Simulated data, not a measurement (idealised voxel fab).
A process module follows: voxel plated lines.
240 nm wide, 5 nm square cells: that's cross-section cut.
How to read a cross-section here: the picture is a grid of square cells, written as bands going from the top down, and any band can span one or more rows of cells.
It is stipulated that each band's entry specify, in nanometres, the height of the top of the band and then that of its bottom, followed by the materials of the band in left-to-right sequence, each together with its width in nanometres. A single material marked by the word "throughout" is understood to fill the band from edge to edge; the word "empty" is understood to denote empty space.
Basically, 0 is our baseline, since under it the wafer straight out of the box is all one material. The bottom band has no lower end and keeps on going down, so it looks like "0 and below".
So if you see something like "30..40" for the width, read it as the top row of the band sitting at the first number and the bottom row at the second, with every row in between moving by the same amount as the last.
Reading "changes: none" for a step: not a cell of the cross-section changed in it.
Empty spaces counting at least 8 cells and having no open way to the top are listed in "Closed void entries". The notation width x height at distance is used for each, the distance being from the left edge and all three values in nm.
after a step's settings: what the simulator itself notes on the step
overlay nm: where the mask lay relative to plan, measured to the right, on steps with a mask; negatives go left.

## These are the steps we planned for the process
1) RECEIVE [material Si]
2) CONFORMAL_DEP [material SiN] [thk nm 15]
3) DIRECTIONAL_DEP [material TiN] [thk nm 5]
4) PATTERN [tone open] [mask id LINES] [material resist] [width nm 20] [pitch nm 50] [thk nm 35] [overlay nm 0]
5) EPI [material Ru] [thk nm 5]
6) EPI [material Ru] [thk nm 5]
7) EPI [material Ru] [thk nm 10]
8) STRIP [etch materials resist]
9) DIRECTIONAL_ETCH [etch materials TiN] [depth nm 5]
10) CONFORMAL_DEP [material SiN] [thk nm 10]

## Concerning the first of two wafers, which was run in accordance with the plan

## Cross-section of the incoming wafer, state after step 1
    0 and below | Si throughout
    Closed void entries: none

## Cross-section: wafer state after step 2
    15 down to 0 | SiN throughout
    Rest of section, below 0: as before.

## Cross-section: wafer state after step 3
    20 down to 15 | TiN throughout
    Rest of section, below 15: as before.

## Cross-section: wafer state after step 4
    55 down to 20 | 60 nm resist, then 20 nm empty, then 30 nm resist, then 20 nm empty, then 30 nm resist, then 20 nm empty, then 60 nm resist
    Rest of section, below 20: as before.

## Cross-section: wafer state after step 5
    55 down to 25 | 60 nm resist, then 20 nm empty, then 30 nm resist, then 20 nm empty, then 30 nm resist, then 20 nm empty, then 60 nm resist
    25 down to 20 | 60 nm resist, then 20 nm Ru, then 30 nm resist, then 20 nm Ru, then 30 nm resist, then 20 nm Ru, then 60 nm resist
    Rest of section, below 20: as before.

## Cross-section: wafer state after step 6
    55 down to 30 | 60 nm resist, then 20 nm empty, then 30 nm resist, then 20 nm empty, then 30 nm resist, then 20 nm empty, then 60 nm resist
    30 down to 20 | 60 nm resist, then 20 nm Ru, then 30 nm resist, then 20 nm Ru, then 30 nm resist, then 20 nm Ru, then 60 nm resist
    Rest of section, below 20: as before.

## Cross-section: wafer state after step 7
    55 down to 40 | 60 nm resist, then 20 nm empty, then 30 nm resist, then 20 nm empty, then 30 nm resist, then 20 nm empty, then 60 nm resist
    40 down to 20 | 60 nm resist, then 20 nm Ru, then 30 nm resist, then 20 nm Ru, then 30 nm resist, then 20 nm Ru, then 60 nm resist
    Rest of section, below 20: as before.

## Cross-section: wafer state after step 8
    40 down to 20 | 60 nm empty, then 20 nm Ru, then 30 nm empty, then 20 nm Ru, then 30 nm empty, then 20 nm Ru, then 60 nm empty
    Rest of section, below 20: as before.

## Cross-section: wafer state after step 9
    40 down to 20 | 60 nm empty, then 20 nm Ru, then 30 nm empty, then 20 nm Ru, then 30 nm empty, then 20 nm Ru, then 60 nm empty
    20 down to 15 | 60 nm empty, then 20 nm TiN, then 30 nm empty, then 20 nm TiN, then 30 nm empty, then 20 nm TiN, then 60 nm empty
    Rest of section, below 15: as before.

## Cross-section: wafer state after step 10
    50 down to 40 | 50 nm empty, then 40 nm SiN, then 10 nm empty, then 40 nm SiN, then 10 nm empty, then 40 nm SiN, then 50 nm empty
    40 down to 25 | 50 nm empty, then 10 nm SiN, then 20 nm Ru, then 10 nm SiN, then 10 nm empty, then 10 nm SiN, then 20 nm Ru, then 10 nm SiN, then 10 nm empty, then 10 nm SiN, then 20 nm Ru, then 10 nm SiN, then 50 nm empty
    25 down to 20 | 60 nm SiN, then 20 nm Ru, then 30 nm SiN, then 20 nm Ru, then 30 nm SiN, then 20 nm Ru, then 60 nm SiN
    20 down to 15 | 60 nm SiN, then 20 nm TiN, then 30 nm SiN, then 20 nm TiN, then 30 nm SiN, then 20 nm TiN, then 60 nm SiN
    Rest of section, below 15: as before.

## Second wafer - shared start and plan with the first - one error in running - same as the first up to step 3 inclusive

## Planned end of step 4: second wafer, cross-section
    55 down to 20 | 70 nm resist, then 20 nm empty, then 30 nm resist, then 20 nm empty, then 30 nm resist, then 20 nm empty, then 50 nm resist
    Rest of section, below 20: as before.

## Planned end of step 5: second wafer, cross-section
    55 down to 25 | 70 nm resist, then 20 nm empty, then 30 nm resist, then 20 nm empty, then 30 nm resist, then 20 nm empty, then 50 nm resist
    25 down to 20 | 70 nm resist, then 20 nm Ru, then 30 nm resist, then 20 nm Ru, then 30 nm resist, then 20 nm Ru, then 50 nm resist
    Rest of section, below 20: as before.

## Planned end of step 6: second wafer, cross-section
    55 down to 30 | 70 nm resist, then 20 nm empty, then 30 nm resist, then 20 nm empty, then 30 nm resist, then 20 nm empty, then 50 nm resist
    30 down to 20 | 70 nm resist, then 20 nm Ru, then 30 nm resist, then 20 nm Ru, then 30 nm resist, then 20 nm Ru, then 50 nm resist
    Rest of section, below 20: as before.

## Planned end of step 7: second wafer, cross-section
    55 down to 40 | 70 nm resist, then 20 nm empty, then 30 nm resist, then 20 nm empty, then 30 nm resist, then 20 nm empty, then 50 nm resist
    40 down to 20 | 70 nm resist, then 20 nm Ru, then 30 nm resist, then 20 nm Ru, then 30 nm resist, then 20 nm Ru, then 50 nm resist
    Rest of section, below 20: as before.

## Planned end of step 8: second wafer, cross-section
    40 down to 20 | 70 nm empty, then 20 nm Ru, then 30 nm empty, then 20 nm Ru, then 30 nm empty, then 20 nm Ru, then 50 nm empty
    Rest of section, below 20: as before.

## Planned end of step 9: second wafer, cross-section
    40 down to 20 | 70 nm empty, then 20 nm Ru, then 30 nm empty, then 20 nm Ru, then 30 nm empty, then 20 nm Ru, then 50 nm empty
    20 down to 15 | 70 nm empty, then 20 nm TiN, then 30 nm empty, then 20 nm TiN, then 30 nm empty, then 20 nm TiN, then 50 nm empty
    Rest of section, below 15: as before.

## Planned end of step 10: second wafer, cross-section
    50 down to 40 | 60 nm empty, then 40 nm SiN, then 10 nm empty, then 40 nm SiN, then 10 nm empty, then 40 nm SiN, then 40 nm empty
    40 down to 25 | 60 nm empty, then 10 nm SiN, then 20 nm Ru, then 10 nm SiN, then 10 nm empty, then 10 nm SiN, then 20 nm Ru, then 10 nm SiN, then 10 nm empty, then 10 nm SiN, then 20 nm Ru, then 10 nm SiN, then 40 nm empty
    25 down to 20 | 70 nm SiN, then 20 nm Ru, then 30 nm SiN, then 20 nm Ru, then 30 nm SiN, then 20 nm Ru, then 50 nm SiN
    20 down to 15 | 70 nm SiN, then 20 nm TiN, then 30 nm SiN, then 20 nm TiN, then 30 nm SiN, then 20 nm TiN, then 50 nm SiN
    Rest of section, below 15: as before.
It is concluded that the wafer was processed incorrectly with respect to the plan, in that step 4 off recipe, ran as PATTERN [tone open] [mask id LINES] [material resist] [width nm 20] [pitch nm 50] [thk nm 35] [overlay nm 10]
Both wafers, final: cells per material equal; arrangement not.
